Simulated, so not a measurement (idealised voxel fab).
The process module presented herein is designated voxel self aligned vias.
155 nm wide, 5 nm square cells: that's cross-section cut.
A cross-section is written here as square cells arranged in a grid, and it is given in bands from the top down, each band taking up one or more rows of cells.
In this notation a band is specified by the heights of its top and bottom, in that order and in nm, after which its materials appear from left to right, each paired with its width in nm. The word "everywhere" attached to a single material means that material fills the band from edge to edge; the word "blank" stands for empty space.
Ref level 0: as-received wafer is one material below here. Bottom band extends down with no lower bound ("top 0, no bottom").
Per-row width for "30 to 40": begins at first number (top row of band), ends at second number (bottom row), increment between rows held constant.
Basically "no modification" means that step didn't change any cell in the cross-section.
Basically, "Encapsulated voids" tells you about the enclosed voids: empty spaces with no open way to the top, 8 cells or bigger, each written width x height at distance, where distance is from the left edge, all in nm.
Heads up: the bit after the settings on a step's line is the simulator's remark on that step.
Steps that use a mask can have "overlay nm" on their line. It says how far the mask sat to the right of where it was meant to be. Negative means to the left.

Planned process steps
step 1: op RECEIVE | material Si
step 2: op CONFORMAL_DEP | material SiO2 | thk nm 15
step 3: op CONFORMAL_DEP | material SiCN | thk nm 5
step 4: op DIRECTIONAL_DEP | material lowk | thk nm 30
step 5: op DIRECTIONAL_DEP | material aC | thk nm 15
step 6: op PATTERN | tone open | mask id LINES | material resist | width nm 25 | pitch nm 75 | thk nm 35 | overlay nm 0
step 7: op DIRECTIONAL_ETCH | etch materials aC | depth nm 15
step 8: op STRIP | etch materials resist
step 9: op DIRECTIONAL_ETCH | etch materials lowk | depth nm 30
step 10: op STRIP | etch materials aC
step 11: op CONFORMAL_DEP | material TiN | thk nm 5
step 12: op FILL_DEP | material Ru | thk nm 5
step 13: op CMP | height nm 50
step 14: op SELECTIVE_ETCH | etch materials W Ru TiN | depth nm 5
step 15: op FILL_DEP | material SiN | thk nm 10
step 16: op CMP | height nm 50
step 17: op DIRECTIONAL_DEP | material lowk | thk nm 10
step 18: op DIRECTIONAL_DEP | material aC | thk nm 10
step 19: op PATTERN | tone open | mask id VIAS | material resist | width nm 45 | pitch nm 75 | thk nm 30 | overlay nm 0
step 20: op DIRECTIONAL_ETCH | etch materials aC | depth nm 10
step 21: op STRIP | etch materials resist
step 22: op DIRECTIONAL_ETCH | etch materials lowk | depth nm 20
step 23: op DIRECTIONAL_ETCH | etch materials SiN | depth nm 5
step 24: op STRIP | etch materials aC
step 25: op CONFORMAL_DEP | material TiN | thk nm 5
step 26: op FILL_DEP | material Ru | thk nm 10
step 27: op CMP | height nm 70
step 28: op CONFORMAL_DEP | material SiCN | thk nm 5
Among the wafers covered here, the point of difference is the thk nm at step 17; their starting state is shared, and the plan presents the value of the first wafer.

The as-received cross-section of the first of several wafers corresponds to the state after step 1
	top 0, no bottom = Si everywhere
	Encapsulated voids: none

Every row in this table is a wafer at the end of the module, and it gives, for each of the materials, the cells that wafer has gained (+) or lost (-) since it was received, then its closed voids
thk nm 10 | +97 Ru | +62 SiCN | +93 SiO2 | +77 TiN | +136 lowk | Encapsulated voids: none
thk nm 15 | +80 Ru | +62 SiCN | +93 SiO2 | +73 TiN | +157 lowk | Encapsulated voids: none
thk nm 20 | +72 Ru | +62 SiCN | +93 SiO2 | +60 TiN | +178 lowk | Encapsulated voids: none
thk nm 25 | +52 Ru | +62 SiCN | +10 SiN | +93 SiO2 | +52 TiN | +196 lowk | Encapsulated voids: none
thk nm 30 | +38 Ru | +62 SiCN | +10 SiN | +93 SiO2 | +48 TiN | +214 lowk | Encapsulated voids: none
thk nm 35 | +24 Ru | +62 SiCN | +10 SiN | +93 SiO2 | +44 TiN | +232 lowk | Encapsulated voids: none
